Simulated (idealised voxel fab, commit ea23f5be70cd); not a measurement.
process module | voxel self aligned contacts
cross-section cut | 160 nm wide | cells 5 nm
A cross-section is a grid of square cells, given in bands from the top down. A band is one or more rows of cells.
Each band's line starts with the height of the band's top and of its bottom, in nm. Then come its materials from left to right, each with its width in nm. One material with "throughout" fills the band from edge to edge. "air" is empty space.
Height 0 is the level under which the wafer as received is all one material. The lowest band goes on downwards, as in "0 down".
A width such as "30 to 40" changes by the same amount from each row of cells to the next, from the band's top row to its bottom row.
"no change" after a step means that no cell of the cross-section changed.
closed voids: empty space of 8 cells or more with no open way to the top, each as width x height at its distance from the left edge, in nm
after a step's settings: what the simulator itself notes on the step
overlay nm, on a step with a mask: how far to the right of its planned place the mask lay; to the left if negative
plan
1 op RECEIVE | material Si
2 op OXIDIZE | depth nm 5
3 op DIRECTIONAL_DEP | material polySi | thk nm 30
4 op DIRECTIONAL_DEP | material SiN | thk nm 25
5 op PATTERN | tone cover | mask id GATE | material resist | width nm 35 | pitch nm 70 | thk nm 20 | overlay nm 0
6 op DIRECTIONAL_ETCH | etch materials SiN | depth nm 25
7 op DIRECTIONAL_ETCH | etch materials polySi | depth nm 30
8 op STRIP | etch materials resist
9 op CONFORMAL_DEP | material SiN | thk nm 10
10 op DIRECTIONAL_ETCH | etch materials SiN | depth nm 10
11 op FILL_DEP | material SiO2 | thk nm 15
12 op CMP | height nm 65
13 op DIRECTIONAL_DEP | material aC | thk nm 15
14 op PATTERN | tone open | mask id CONTACT | material resist | width nm 45 | thk nm 35 | overlay nm 0
15 op DIRECTIONAL_ETCH | etch materials aC | depth nm 15
16 op STRIP | etch materials resist
17 op DIRECTIONAL_ETCH | etch materials SiO2 | depth nm 70
18 op STRIP | etch materials aC
19 op CONFORMAL_DEP | material TiN | thk nm 5
20 op FILL_DEP | material W | thk nm 10
21 op CMP | height nm 65
22 op CONFORMAL_DEP | material SiN | thk nm 5
first wafer, as planned
as received, after step 1
  0 down: Si throughout
  closed voids: none
after step 2
  0 to -5: SiO2 throughout
  below -5: unchanged
after step 3
  30 to 0: polySi throughout
  below 0: unchanged
after step 4
  55 to 30: SiN throughout
  below 30: unchanged
after step 5
  75 to 55: air 25 | resist 35 | air 35 | resist 35 | air 30
  below 55: unchanged
after step 6
  75 to 55: air 25 | resist 35 | air 35 | resist 35 | air 30
  55 to 30: air 25 | SiN 35 | air 35 | SiN 35 | air 30
  below 30: unchanged
after step 7
  75 to 55: air 25 | resist 35 | air 35 | resist 35 | air 30
  55 to 30: air 25 | SiN 35 | air 35 | SiN 35 | air 30
  30 to 0: air 25 | polySi 35 | air 35 | polySi 35 | air 30
  below 0: unchanged
after step 8
  55 to 30: air 25 | SiN 35 | air 35 | SiN 35 | air 30
  below 30: unchanged
after step 9
  65 to 30: air 15 | SiN 55 | air 15 | SiN 55 | air 20
  30 to 10: air 15 | SiN 10 | polySi 35 | SiN 10 | air 15 | SiN 10 | polySi 35 | SiN 10 | air 20
  10 to 0: SiN 25 | polySi 35 | SiN 35 | polySi 35 | SiN 30
  below 0: unchanged
after step 10
  55 to 30: air 15 | SiN 55 | air 15 | SiN 55 | air 20
  30 to 0: air 15 | SiN 10 | polySi 35 | SiN 10 | air 15 | SiN 10 | polySi 35 | SiN 10 | air 20
  below 0: unchanged
after step 11
  70 to 55: SiO2 throughout
  55 to 30: SiO2 15 | SiN 55 | SiO2 15 | SiN 55 | SiO2 20
  30 to 0: SiO2 15 | SiN 10 | polySi 35 | SiN 10 | SiO2 15 | SiN 10 | polySi 35 | SiN 10 | SiO2 20
  below 0: unchanged
after step 12
  65 to 55: SiO2 throughout
  below 55: unchanged
after step 13
  80 to 65: aC throughout
  below 65: unchanged
after step 14
  115 to 80: resist 55 | air 45 | resist 60
  below 80: unchanged
after step 15
  100 to 80: resist 55 | air 45 | resist 60
  80 to 65: aC 55 | air 45 | aC 60
  below 65: unchanged
after step 16
  80 to 65: aC 55 | air 45 | aC 60
  below 65: unchanged
after step 17
  80 to 65: aC 55 | air 45 | aC 60
  65 to 55: SiO2 55 | air 45 | SiO2 60
  55 to 30: SiO2 15 | SiN 55 | air 15 | SiN 55 | SiO2 20
  30 to 0: SiO2 15 | SiN 10 | polySi 35 | SiN 10 | air 15 | SiN 10 | polySi 35 | SiN 10 | SiO2 20
  0 to -5: SiO2 70 | air 15 | SiO2 75
  below -5: unchanged
after step 18
  65 to 55: SiO2 55 | air 45 | SiO2 60
  below 55: unchanged
after step 19
  70 to 65: TiN 60 | air 35 | TiN 65
  65 to 55: SiO2 55 | TiN 5 to 20 | air 35 to 5 | TiN 5 to 20 | SiO2 60
  55 to 30: SiO2 15 | SiN 55 | TiN 5 | air 5 | TiN 5 | SiN 55 | SiO2 20
  30 to 0: SiO2 15 | SiN 10 | polySi 35 | SiN 10 | TiN 5 | air 5 | TiN 5 | SiN 10 | polySi 35 | SiN 10 | SiO2 20
  0 to -5: SiO2 70 | TiN 15 | SiO2 75
  below -5: unchanged
after step 20
  80 to 70: W throughout
  70 to 65: TiN 60 | W 35 | TiN 65
  65 to 55: SiO2 55 | TiN 5 to 20 | W 35 to 5 | TiN 5 to 20 | SiO2 60
  55 to 30: SiO2 15 | SiN 55 | TiN 5 | W 5 | TiN 5 | SiN 55 | SiO2 20
  30 to 0: SiO2 15 | SiN 10 | polySi 35 | SiN 10 | TiN 5 | W 5 | TiN 5 | SiN 10 | polySi 35 | SiN 10 | SiO2 20
  below 0: unchanged
after step 21
  65 to 55: SiO2 55 | TiN 5 to 20 | W 35 to 5 | TiN 5 to 20 | SiO2 60
  below 55: unchanged
after step 22
  70 to 65: SiN throughout
  below 65: unchanged
second wafer: like start, like plan, one mistake. Through step 2 it matches the first wafer
when step 3 should have ended
  60 to 0: polySi throughout
  below 0: unchanged
when step 4 should have ended
  85 to 60: SiN throughout
  below 60: unchanged
when step 5 should have ended
  105 to 85: air 25 | resist 35 | air 35 | resist 35 | air 30
  below 85: unchanged
when step 6 should have ended
  105 to 85: air 25 | resist 35 | air 35 | resist 35 | air 30
  85 to 60: air 25 | SiN 35 | air 35 | SiN 35 | air 30
  below 60: unchanged
when step 7 should have ended
  105 to 85: air 25 | resist 35 | air 35 | resist 35 | air 30
  85 to 60: air 25 | SiN 35 | air 35 | SiN 35 | air 30
  60 to 30: air 25 | polySi 35 | air 35 | polySi 35 | air 30
  below 30: unchanged
when step 8 should have ended
  85 to 60: air 25 | SiN 35 | air 35 | SiN 35 | air 30
  below 60: unchanged
when step 9 should have ended
  95 to 60: air 15 | SiN 55 | air 15 | SiN 55 | air 20
  60 to 40: air 15 | SiN 10 | polySi 35 | SiN 10 | air 15 | SiN 10 | polySi 35 | SiN 10 | air 20
  40 to 30: SiN 25 | polySi 35 | SiN 35 | polySi 35 | SiN 30
  below 30: unchanged
when step 10 should have ended
  85 to 60: air 15 | SiN 55 | air 15 | SiN 55 | air 20
  60 to 30: air 15 | SiN 10 | polySi 35 | SiN 10 | air 15 | SiN 10 | polySi 35 | SiN 10 | air 20
  below 30: unchanged
when step 11 should have ended
  100 to 85: SiO2 throughout
  85 to 60: SiO2 15 | SiN 55 | SiO2 15 | SiN 55 | SiO2 20
  60 to 30: SiO2 15 | SiN 10 | polySi 35 | SiN 10 | SiO2 15 | SiN 10 | polySi 35 | SiN 10 | SiO2 20
  below 30: unchanged
when step 12 should have ended
  65 to 60: SiO2 15 | SiN 55 | SiO2 15 | SiN 55 | SiO2 20
  below 60: unchanged
when step 13 should have ended
  80 to 65: aC throughout
  below 65: unchanged
when step 14 should have ended
  115 to 80: resist 55 | air 45 | resist 60
  below 80: unchanged
when step 15 should have ended
  100 to 80: resist 55 | air 45 | resist 60
  80 to 65: aC 55 | air 45 | aC 60
  below 65: unchanged
when step 16 should have ended
  80 to 65: aC 55 | air 45 | aC 60
  below 65: unchanged
when step 17 should have ended
  80 to 65: aC 55 | air 45 | aC 60
  65 to 60: SiO2 15 | SiN 55 | air 15 | SiN 55 | SiO2 20
  60 to 30: SiO2 15 | SiN 10 | polySi 35 | SiN 10 | air 15 | SiN 10 | polySi 35 | SiN 10 | SiO2 20
  below 30: unchanged
when step 18 should have ended
  65 to 60: SiO2 15 | SiN 55 | air 15 | SiN 55 | SiO2 20
  below 60: unchanged
when step 19 should have ended
  70 to 65: TiN 75 | air 5 | TiN 80
  65 to 60: SiO2 15 | SiN 55 | TiN 5 | air 5 | TiN 5 | SiN 55 | SiO2 20
  60 to 35: SiO2 15 | SiN 10 | polySi 35 | SiN 10 | TiN 5 | air 5 | TiN 5 | SiN 10 | polySi 35 | SiN 10 | SiO2 20
  35 to 30: SiO2 15 | SiN 10 | polySi 35 | SiN 10 | TiN 15 | SiN 10 | polySi 35 | SiN 10 | SiO2 20
  below 30: unchanged
when step 20 should have ended
  80 to 70: W throughout
  70 to 65: TiN 75 | W 5 | TiN 80
  65 to 60: SiO2 15 | SiN 55 | TiN 5 | W 5 | TiN 5 | SiN 55 | SiO2 20
  60 to 35: SiO2 15 | SiN 10 | polySi 35 | SiN 10 | TiN 5 | W 5 | TiN 5 | SiN 10 | polySi 35 | SiN 10 | SiO2 20
  below 35: unchanged
when step 21 should have ended
  65 to 60: SiO2 15 | SiN 55 | TiN 5 | W 5 | TiN 5 | SiN 55 | SiO2 20
  below 60: unchanged
when step 22 should have ended
  70 to 65: SiN throughout
  below 65: unchanged
what went wrong: step 3 was run twice
at the end the second wafer has, in cells: 88 fewer of SiN | 71 fewer of SiO2 | 20 fewer of TiN | 13 fewer of W | 192 more of polySi
